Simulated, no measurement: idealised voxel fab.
Herein follows the process module entitled voxel fin reveal.
Cross-section cut: width 205 nm, square cells of 5 nm.
For the purposes of this document, a cross-section shall be understood as a grid of square cells, specified as bands listed in top-to-bottom order, each band consisting of one or more rows of cells.
Band: top and bottom heights (nm) first, top before bottom; then materials from left to right, widths in nm. "all across" marks a sole material filling the band edge to edge. "empty" denotes empty space.
Heights from 0 (as-received wafer is one material below). Bottom band endless downward, as "0 -> down".
Width "30 to 40": first value at the band's top row of cells, second value at its bottom row, equal change from row to row.
Step note "no change" = no cross-section cell changed.
In "Enclosed void catalog" the enclosed voids are listed, meaning empty spaces of 8 cells or larger without any opening to the top. The form is width x height at distance, distance from the left edge, units nm.
after a step's settings: what the simulator itself notes on the step
A step line may carry the setting "overlay nm", which, for steps involving a mask, states the distance by which the mask lay to the right of its intended position; negative values denote displacement to the left.

Process steps - plan:
step 1: RECEIVE,material Si
step 2: CONFORMAL_DEP,material SiN,thk nm 5
step 3: DIRECTIONAL_DEP,material aC,thk nm 15
step 4: PATTERN,tone cover,mask id FINS,material resist,width nm 15,pitch nm 40,thk nm 30,overlay nm 0
step 5: DIRECTIONAL_ETCH,etch materials aC,depth nm 15
step 6: STRIP,etch materials resist
step 7: DIRECTIONAL_ETCH,etch materials SiN,depth nm 5
step 8: DIRECTIONAL_ETCH,etch materials Si,depth nm 40
step 9: STRIP,etch materials aC
step 10: OXIDIZE,depth nm 5
step 11: FILL_DEP,material SiO2,thk nm 15
step 12: CMP,height nm 5
step 13: SELECTIVE_ETCH,etch materials SiO2,depth nm 30
step 14: STRIP,etch materials SiN
step 15: CONFORMAL_DEP,material HfO2,thk nm 5

Run as planned: first of two wafers:

Cross-section of the wafer as it came to us, i.e., already through step 1:
	0 -> down = Si all across
	Enclosed void catalog: none

So this is the wafer cross-section right after step 2:
	5 -> 0 = SiN all across
	Everything under 0 stays put, no change at all.

So this is the wafer cross-section right after step 3:
	20 -> 5 = aC all across
	Everything under 5 stays put, no change at all.

So this is the wafer cross-section right after step 4:
	50 -> 20 = 55 nm empty  15 nm resist  25 nm empty  15 nm resist  25 nm empty  15 nm resist  55 nm empty
	Everything under 20 stays put, no change at all.

So this is the wafer cross-section right after step 5:
	35 -> 20 = 55 nm empty  15 nm resist  25 nm empty  15 nm resist  25 nm empty  15 nm resist  55 nm empty
	20 -> 5 = 55 nm empty  15 nm aC  25 nm empty  15 nm aC  25 nm empty  15 nm aC  55 nm empty
	Everything under 5 stays put, no change at all.

So this is the wafer cross-section right after step 6:
	20 -> 5 = 55 nm empty  15 nm aC  25 nm empty  15 nm aC  25 nm empty  15 nm aC  55 nm empty
	Everything under 5 stays put, no change at all.

So this is the wafer cross-section right after step 7:
	20 -> 5 = 55 nm empty  15 nm aC  25 nm empty  15 nm aC  25 nm empty  15 nm aC  55 nm empty
	5 -> 0 = 55 nm empty  15 nm SiN  25 nm empty  15 nm SiN  25 nm empty  15 nm SiN  55 nm empty
	Everything under 0 stays put, no change at all.

So this is the wafer cross-section right after step 8:
	20 -> 5 = 55 nm empty  15 nm aC  25 nm empty  15 nm aC  25 nm empty  15 nm aC  55 nm empty
	5 -> 0 = 55 nm empty  15 nm SiN  25 nm empty  15 nm SiN  25 nm empty  15 nm SiN  55 nm empty
	0 -> -40 = 55 nm empty  15 nm Si  25 nm empty  15 nm Si  25 nm empty  15 nm Si  55 nm empty
	Everything under -40 stays put, no change at all.

So this is the wafer cross-section right after step 9:
	5 -> 0 = 55 nm empty  15 nm SiN  25 nm empty  15 nm SiN  25 nm empty  15 nm SiN  55 nm empty
	Everything under 0 stays put, no change at all.

So this is the wafer cross-section right after step 10:
	5 -> 0 = 55 nm empty  15 nm SiN  25 nm empty  15 nm SiN  25 nm empty  15 nm SiN  55 nm empty
	0 -> -40 = 55 nm empty  5 nm SiO2  5 nm Si  5 nm SiO2  25 nm empty  5 nm SiO2  5 nm Si  5 nm SiO2  25 nm empty  5 nm SiO2  5 nm Si  5 nm SiO2  55 nm empty
	-40 -> -45 = 60 nm SiO2  5 nm Si  35 nm SiO2  5 nm Si  35 nm SiO2  5 nm Si  60 nm SiO2
	Everything under -45 stays put, no change at all.

So this is the wafer cross-section right after step 11:
	20 -> 5 = SiO2 all across
	5 -> 0 = 55 nm SiO2  15 nm SiN  25 nm SiO2  15 nm SiN  25 nm SiO2  15 nm SiN  55 nm SiO2
	0 -> -45 = 60 nm SiO2  5 nm Si  35 nm SiO2  5 nm Si  35 nm SiO2  5 nm Si  60 nm SiO2
	Everything under -45 stays put, no change at all.

So this is the wafer cross-section right after step 12:
	5 -> 0 = 55 nm SiO2  15 nm SiN  25 nm SiO2  15 nm SiN  25 nm SiO2  15 nm SiN  55 nm SiO2
	Everything under 0 stays put, no change at all.

So this is the wafer cross-section right after step 13:
	5 -> 0 = 55 nm empty  15 nm SiN  25 nm empty  15 nm SiN  25 nm empty  15 nm SiN  55 nm empty
	0 -> -25 = 60 nm empty  5 nm Si  35 nm empty  5 nm Si  35 nm empty  5 nm Si  60 nm empty
	Everything under -25 stays put, no change at all.

So this is the wafer cross-section right after step 14:
	0 -> -25 = 60 nm empty  5 nm Si  35 nm empty  5 nm Si  35 nm empty  5 nm Si  60 nm empty
	Everything under -25 stays put, no change at all.

So this is the wafer cross-section right after step 15:
	5 -> 0 = 55 nm empty  15 nm HfO2  25 nm empty  15 nm HfO2  25 nm empty  15 nm HfO2  55 nm empty
	0 -> -20 = 55 nm empty  5 nm HfO2  5 nm Si  5 nm HfO2  25 nm empty  5 nm HfO2  5 nm Si  5 nm HfO2  25 nm empty  5 nm HfO2  5 nm Si  5 nm HfO2  55 nm empty
	-20 -> -25 = 60 nm HfO2  5 nm Si  35 nm HfO2  5 nm Si  35 nm HfO2  5 nm Si  60 nm HfO2
	Everything under -25 stays put, no change at all.

Second wafer - shared start and plan with the first - one error in running - same as the first up to step 11 inclusive:

The second wafer cut through, at the time step 12 was supposed to be finished: no change

The second wafer cut through, at the time step 13 was supposed to be finished:
	5 -> 0 = 55 nm empty  15 nm SiN  25 nm empty  15 nm SiN  25 nm empty  15 nm SiN  55 nm empty
	0 -> -10 = 60 nm empty  5 nm Si  35 nm empty  5 nm Si  35 nm empty  5 nm Si  60 nm empty
	Everything under -10 stays put, no change at all.

The second wafer cut through, at the time step 14 was supposed to be finished:
	0 -> -10 = 60 nm empty  5 nm Si  35 nm empty  5 nm Si  35 nm empty  5 nm Si  60 nm empty
	Everything under -10 stays put, no change at all.

The second wafer cut through, at the time step 15 was supposed to be finished:
	5 -> 0 = 55 nm empty  15 nm HfO2  25 nm empty  15 nm HfO2  25 nm empty  15 nm HfO2  55 nm empty
	0 -> -5 = 55 nm empty  5 nm HfO2  5 nm Si  5 nm HfO2  25 nm empty  5 nm HfO2  5 nm Si  5 nm HfO2  25 nm empty  5 nm HfO2  5 nm Si  5 nm HfO2  55 nm empty
	-5 -> -10 = 60 nm HfO2  5 nm Si  35 nm HfO2  5 nm Si  35 nm HfO2  5 nm Si  60 nm HfO2
	Everything under -10 stays put, no change at all.
Plan not followed: step 12 from the plan never happened, it was just skipped
at the end the second wafer has, in cells: -18 HfO2, +114 SiO2
